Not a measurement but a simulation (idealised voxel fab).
A process module follows: voxel gate over fins.
Section cut is 245 nm wide and gridded with 5 nm square cells.
Heads up, the way a cross-section reads in here is a grid of square cells, handed over as bands from the top down, with every band being one or more rows of cells.
It is stipulated that each band's entry specify, in nanometres, the height of the top of the band and then that of its bottom, followed by the materials of the band in left-to-right sequence, each together with its width in nanometres. A single material marked by the word "everywhere" is understood to fill the band from edge to edge; the word "empty" is understood to denote empty space.
Below 0: as-received wafer, all one material; heights counted from there. Lowest band: no bottom, goes on down, written "z 0 and below".
A two-number width, for instance "30->40", indicates that the width is equal to the first number in the top row of the band and to the second number in the bottom row, and that it changes by a constant amount per row of cells.
What does "left unchanged" mean for a step? It means no cell of the cross-section changed in that step.
This entry, "Cavities, closed", enumerates those empty regions of no fewer than 8 cells that possess no open connection to the top. Each region is reported in the form width x height at distance, the distance being taken from the left edge, with all three quantities expressed in nm.
What comes after the settings on a step's line is commentary from the simulator itself on that step.
"overlay nm" on a masked step: distance the mask lay right of its planned place, negative for left.

-- So here's the lineup of process steps we planned
1: RECEIVE | material Si
2: CONFORMAL_DEP | material SiN | thk nm 5
3: PATTERN | tone cover | mask id FINS | material resist | width nm 15 | pitch nm 35 | thk nm 15 | overlay nm 0
4: DIRECTIONAL_ETCH | etch materials SiN | depth nm 5
5: DIRECTIONAL_ETCH | etch materials Si | depth nm 40
6: STRIP | etch materials resist
7: FILL_DEP | material SiO2 | thk nm 10
8: CMP | height nm 5
9: SELECTIVE_ETCH | etch materials SiO2 | depth nm 15
10: STRIP | etch materials SiN
11: CONFORMAL_DEP | material HfO2 | thk nm 5
12: CONFORMAL_DEP | material TiN | thk nm 5
13: FILL_DEP | material W | thk nm 15
14: CMP | height nm 20
15: CONFORMAL_DEP | material SiCN | thk nm 5

-- Of two wafers, the first: run according to plan

-- Received-state cross-section, reflecting completion of step 1
    z 0 and below = Si everywhere
    Cavities, closed: none

-- Upon completion of step 2, the wafer appears in cross-section as shown
    z 5 to 0 = SiN everywhere
    For the remainder of the cross-section, below 0, there is no change.

-- Upon completion of step 3, the wafer appears in cross-section as shown
    z 20 to 5 = empty 60 nm / resist 15 nm / empty 20 nm / resist 15 nm / empty 20 nm / resist 15 nm / empty 20 nm / resist 15 nm / empty 65 nm
    For the remainder of the cross-section, below 5, there is no change.

-- Upon completion of step 4, the wafer appears in cross-section as shown
    z 20 to 5 = empty 60 nm / resist 15 nm / empty 20 nm / resist 15 nm / empty 20 nm / resist 15 nm / empty 20 nm / resist 15 nm / empty 65 nm
    z 5 to 0 = empty 60 nm / SiN 15 nm / empty 20 nm / SiN 15 nm / empty 20 nm / SiN 15 nm / empty 20 nm / SiN 15 nm / empty 65 nm
    For the remainder of the cross-section, below 0, there is no change.

-- Upon completion of step 5, the wafer appears in cross-section as shown
    z 20 to 5 = empty 60 nm / resist 15 nm / empty 20 nm / resist 15 nm / empty 20 nm / resist 15 nm / empty 20 nm / resist 15 nm / empty 65 nm
    z 5 to 0 = empty 60 nm / SiN 15 nm / empty 20 nm / SiN 15 nm / empty 20 nm / SiN 15 nm / empty 20 nm / SiN 15 nm / empty 65 nm
    z 0 to -40 = empty 60 nm / Si 15 nm / empty 20 nm / Si 15 nm / empty 20 nm / Si 15 nm / empty 20 nm / Si 15 nm / empty 65 nm
    For the remainder of the cross-section, below -40, there is no change.

-- Upon completion of step 6, the wafer appears in cross-section as shown
    z 5 to 0 = empty 60 nm / SiN 15 nm / empty 20 nm / SiN 15 nm / empty 20 nm / SiN 15 nm / empty 20 nm / SiN 15 nm / empty 65 nm
    For the remainder of the cross-section, below 0, there is no change.

-- Upon completion of step 7, the wafer appears in cross-section as shown
    z 15 to 5 = SiO2 everywhere
    z 5 to 0 = SiO2 60 nm / SiN 15 nm / SiO2 20 nm / SiN 15 nm / SiO2 20 nm / SiN 15 nm / SiO2 20 nm / SiN 15 nm / SiO2 65 nm
    z 0 to -40 = SiO2 60 nm / Si 15 nm / SiO2 20 nm / Si 15 nm / SiO2 20 nm / Si 15 nm / SiO2 20 nm / Si 15 nm / SiO2 65 nm
    For the remainder of the cross-section, below -40, there is no change.

-- Upon completion of step 8, the wafer appears in cross-section as shown
    z 5 to 0 = SiO2 60 nm / SiN 15 nm / SiO2 20 nm / SiN 15 nm / SiO2 20 nm / SiN 15 nm / SiO2 20 nm / SiN 15 nm / SiO2 65 nm
    For the remainder of the cross-section, below 0, there is no change.

-- Upon completion of step 9, the wafer appears in cross-section as shown
    z 5 to 0 = empty 60 nm / SiN 15 nm / empty 20 nm / SiN 15 nm / empty 20 nm / SiN 15 nm / empty 20 nm / SiN 15 nm / empty 65 nm
    z 0 to -10 = empty 60 nm / Si 15 nm / empty 20 nm / Si 15 nm / empty 20 nm / Si 15 nm / empty 20 nm / Si 15 nm / empty 65 nm
    For the remainder of the cross-section, below -10, there is no change.

-- Upon completion of step 10, the wafer appears in cross-section as shown
    z 0 to -10 = empty 60 nm / Si 15 nm / empty 20 nm / Si 15 nm / empty 20 nm / Si 15 nm / empty 20 nm / Si 15 nm / empty 65 nm
    For the remainder of the cross-section, below -10, there is no change.

-- Upon completion of step 11, the wafer appears in cross-section as shown
    z 5 to 0 = empty 55 nm / HfO2 25 nm / empty 10 nm / HfO2 25 nm / empty 10 nm / HfO2 25 nm / empty 10 nm / HfO2 25 nm / empty 60 nm
    z 0 to -5 = empty 55 nm / HfO2 5 nm / Si 15 nm / HfO2 5 nm / empty 10 nm / HfO2 5 nm / Si 15 nm / HfO2 5 nm / empty 10 nm / HfO2 5 nm / Si 15 nm / HfO2 5 nm / empty 10 nm / HfO2 5 nm / Si 15 nm / HfO2 5 nm / empty 60 nm
    z -5 to -10 = HfO2 60 nm / Si 15 nm / HfO2 20 nm / Si 15 nm / HfO2 20 nm / Si 15 nm / HfO2 20 nm / Si 15 nm / HfO2 65 nm
    For the remainder of the cross-section, below -10, there is no change.

-- Upon completion of step 12, the wafer appears in cross-section as shown
    z 10 to 5 = empty 50 nm / TiN 140 nm / empty 55 nm
    z 5 to 0 = empty 50 nm / TiN 5 nm / HfO2 25 nm / TiN 10 nm / HfO2 25 nm / TiN 10 nm / HfO2 25 nm / TiN 10 nm / HfO2 25 nm / TiN 5 nm / empty 55 nm
    z 0 to -5 = TiN 55 nm / HfO2 5 nm / Si 15 nm / HfO2 5 nm / TiN 10 nm / HfO2 5 nm / Si 15 nm / HfO2 5 nm / TiN 10 nm / HfO2 5 nm / Si 15 nm / HfO2 5 nm / TiN 10 nm / HfO2 5 nm / Si 15 nm / HfO2 5 nm / TiN 60 nm
    For the remainder of the cross-section, below -5, there is no change.

-- Upon completion of step 13, the wafer appears in cross-section as shown
    z 25 to 10 = W everywhere
    z 10 to 5 = W 50 nm / TiN 140 nm / W 55 nm
    z 5 to 0 = W 50 nm / TiN 5 nm / HfO2 25 nm / TiN 10 nm / HfO2 25 nm / TiN 10 nm / HfO2 25 nm / TiN 10 nm / HfO2 25 nm / TiN 5 nm / W 55 nm
    For the remainder of the cross-section, below 0, there is no change.

-- Upon completion of step 14, the wafer appears in cross-section as shown
    z 20 to 10 = W everywhere
    For the remainder of the cross-section, below 10, there is no change.

-- Upon completion of step 15, the wafer appears in cross-section as shown
    z 25 to 20 = SiCN everywhere
    For the remainder of the cross-section, below 20, there is no change.

-- Wafer two. Identical start, identical plan. One mistake in execution. Identical history through step 2

-- Cross-section of the second wafer corresponding to the planned conclusion of step 3
    z 20 to 5 = empty 55 nm / resist 15 nm / empty 20 nm / resist 15 nm / empty 20 nm / resist 15 nm / empty 20 nm / resist 15 nm / empty 70 nm
    For the remainder of the cross-section, below 5, there is no change.

-- Cross-section of the second wafer corresponding to the planned conclusion of step 4
    z 20 to 5 = empty 55 nm / resist 15 nm / empty 20 nm / resist 15 nm / empty 20 nm / resist 15 nm / empty 20 nm / resist 15 nm / empty 70 nm
    z 5 to 0 = empty 55 nm / SiN 15 nm / empty 20 nm / SiN 15 nm / empty 20 nm / SiN 15 nm / empty 20 nm / SiN 15 nm / empty 70 nm
    For the remainder of the cross-section, below 0, there is no change.

-- Cross-section of the second wafer corresponding to the planned conclusion of step 5
    z 20 to 5 = empty 55 nm / resist 15 nm / empty 20 nm / resist 15 nm / empty 20 nm / resist 15 nm / empty 20 nm / resist 15 nm / empty 70 nm
    z 5 to 0 = empty 55 nm / SiN 15 nm / empty 20 nm / SiN 15 nm / empty 20 nm / SiN 15 nm / empty 20 nm / SiN 15 nm / empty 70 nm
    z 0 to -40 = empty 55 nm / Si 15 nm / empty 20 nm / Si 15 nm / empty 20 nm / Si 15 nm / empty 20 nm / Si 15 nm / empty 70 nm
    For the remainder of the cross-section, below -40, there is no change.

-- Cross-section of the second wafer corresponding to the planned conclusion of step 6
    z 5 to 0 = empty 55 nm / SiN 15 nm / empty 20 nm / SiN 15 nm / empty 20 nm / SiN 15 nm / empty 20 nm / SiN 15 nm / empty 70 nm
    For the remainder of the cross-section, below 0, there is no change.

-- Cross-section of the second wafer corresponding to the planned conclusion of step 7
    z 15 to 5 = SiO2 everywhere
    z 5 to 0 = SiO2 55 nm / SiN 15 nm / SiO2 20 nm / SiN 15 nm / SiO2 20 nm / SiN 15 nm / SiO2 20 nm / SiN 15 nm / SiO2 70 nm
    z 0 to -40 = SiO2 55 nm / Si 15 nm / SiO2 20 nm / Si 15 nm / SiO2 20 nm / Si 15 nm / SiO2 20 nm / Si 15 nm / SiO2 70 nm
    For the remainder of the cross-section, below -40, there is no change.

-- Cross-section of the second wafer corresponding to the planned conclusion of step 8
    z 5 to 0 = SiO2 55 nm / SiN 15 nm / SiO2 20 nm / SiN 15 nm / SiO2 20 nm / SiN 15 nm / SiO2 20 nm / SiN 15 nm / SiO2 70 nm
    For the remainder of the cross-section, below 0, there is no change.

-- Cross-section of the second wafer corresponding to the planned conclusion of step 9
    z 5 to 0 = empty 55 nm / SiN 15 nm / empty 20 nm / SiN 15 nm / empty 20 nm / SiN 15 nm / empty 20 nm / SiN 15 nm / empty 70 nm
    z 0 to -10 = empty 55 nm / Si 15 nm / empty 20 nm / Si 15 nm / empty 20 nm / Si 15 nm / empty 20 nm / Si 15 nm / empty 70 nm
    For the remainder of the cross-section, below -10, there is no change.

-- Cross-section of the second wafer corresponding to the planned conclusion of step 10
    z 0 to -10 = empty 55 nm / Si 15 nm / empty 20 nm / Si 15 nm / empty 20 nm / Si 15 nm / empty 20 nm / Si 15 nm / empty 70 nm
    For the remainder of the cross-section, below -10, there is no change.

-- Cross-section of the second wafer corresponding to the planned conclusion of step 11
    z 5 to 0 = empty 50 nm / HfO2 25 nm / empty 10 nm / HfO2 25 nm / empty 10 nm / HfO2 25 nm / empty 10 nm / HfO2 25 nm / empty 65 nm
    z 0 to -5 = empty 50 nm / HfO2 5 nm / Si 15 nm / HfO2 5 nm / empty 10 nm / HfO2 5 nm / Si 15 nm / HfO2 5 nm / empty 10 nm / HfO2 5 nm / Si 15 nm / HfO2 5 nm / empty 10 nm / HfO2 5 nm / Si 15 nm / HfO2 5 nm / empty 65 nm
    z -5 to -10 = HfO2 55 nm / Si 15 nm / HfO2 20 nm / Si 15 nm / HfO2 20 nm / Si 15 nm / HfO2 20 nm / Si 15 nm / HfO2 70 nm
    For the remainder of the cross-section, below -10, there is no change.

-- Cross-section of the second wafer corresponding to the planned conclusion of step 12
    z 10 to 5 = empty 45 nm / TiN 140 nm / empty 60 nm
    z 5 to 0 = empty 45 nm / TiN 5 nm / HfO2 25 nm / TiN 10 nm / HfO2 25 nm / TiN 10 nm / HfO2 25 nm / TiN 10 nm / HfO2 25 nm / TiN 5 nm / empty 60 nm
    z 0 to -5 = TiN 50 nm / HfO2 5 nm / Si 15 nm / HfO2 5 nm / TiN 10 nm / HfO2 5 nm / Si 15 nm / HfO2 5 nm / TiN 10 nm / HfO2 5 nm / Si 15 nm / HfO2 5 nm / TiN 10 nm / HfO2 5 nm / Si 15 nm / HfO2 5 nm / TiN 65 nm
    For the remainder of the cross-section, below -5, there is no change.

-- Cross-section of the second wafer corresponding to the planned conclusion of step 13
    z 25 to 10 = W everywhere
    z 10 to 5 = W 45 nm / TiN 140 nm / W 60 nm
    z 5 to 0 = W 45 nm / TiN 5 nm / HfO2 25 nm / TiN 10 nm / HfO2 25 nm / TiN 10 nm / HfO2 25 nm / TiN 10 nm / HfO2 25 nm / TiN 5 nm / W 60 nm
    For the remainder of the cross-section, below 0, there is no change.

-- Cross-section of the second wafer corresponding to the planned conclusion of step 14
    z 20 to 10 = W everywhere
    For the remainder of the cross-section, below 10, there is no change.

-- Cross-section of the second wafer corresponding to the planned conclusion of step 15
    z 25 to 20 = SiCN everywhere
    For the remainder of the cross-section, below 20, there is no change.
Want to know what went wrong? step 3 did not use the planned setting and instead ran as PATTERN | tone cover | mask id FINS | material resist | width nm 15 | pitch nm 35 | thk nm 15 | overlay nm -5
Same inventory, different map: at the end, the second wafer holds as many cells of each material as the first, placed elsewhere.
